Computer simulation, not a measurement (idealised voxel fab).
The process module presented herein is designated voxel double patterning.
We display cut, a cross-section 250 nm in width whose square cells are each 5 nm.
If you're reading a cross-section in this doc, picture square cells in a grid; it comes to you as bands, top ones listed first down to the bottom, and a band can be one or more rows of cells.
It is stipulated that each band's entry specify, in nanometres, the height of the top of the band and then that of its bottom, followed by the materials of the band in left-to-right sequence, each together with its width in nanometres. A single material marked by the word "full width" is understood to fill the band from edge to edge; the word "empty" is understood to denote empty space.
Heights are measured from 0, the level below which the as-received wafer is all one material; the lowest band has no bottom and continues downward, written as in "0..down".
Width "30..40": first value at the band's top row of cells, second value at its bottom row, equal change from row to row.
The designation "nothing got changed", where it is given for a processing step, indicates that no cell of the cross-section was altered in the course of that step.
If an empty space has no open way to the top and is at least 8 cells in size, "Tabulated closed voids" lists it, written width x height at distance, where distance is measured from the left edge and every value is in nm.
That trailing text on a step's line, after the settings, is the simulator's own remark on the step.
Regarding "overlay nm": on a step with a mask, it is the distance the mask lay to the right of its planned place; a negative value places it to the left.

## List of planned process steps
1) RECEIVE, material Si
2) CONFORMAL_DEP, material SiN, thk nm 5
3) DIRECTIONAL_DEP, material SiO2, thk nm 20
4) DIRECTIONAL_DEP, material SiCN, thk nm 10
5) DIRECTIONAL_DEP, material aC, thk nm 15
6) PATTERN, tone open, mask id FIRST, material resist, width nm 15, pitch nm 50, thk nm 35, overlay nm 0
7) DIRECTIONAL_ETCH, etch materials aC, depth nm 15
8) STRIP, etch materials resist
9) DIRECTIONAL_ETCH, etch materials SiCN, depth nm 10
10) STRIP, etch materials aC
11) MASKED_ETCH, tone open, mask id SECOND, width nm 15, etch materials SiCN, depth nm 10, overlay nm 0
12) DIRECTIONAL_ETCH, etch materials SiO2, depth nm 20
13) STRIP, etch materials SiCN

## Received-state cross-section, reflecting completion of step 1
* 0..down: Si full width
* Tabulated closed voids: none

## End state of the module in cross-section, given the above starting point and plan and one mistake in execution
* 25..20: SiN full width
* 20..0: SiO2 full width
* 0..down: Si full width
* Tabulated closed voids: none
What was done differently from what was planned? transposition of steps 2 and 3 relative to the planned sequence
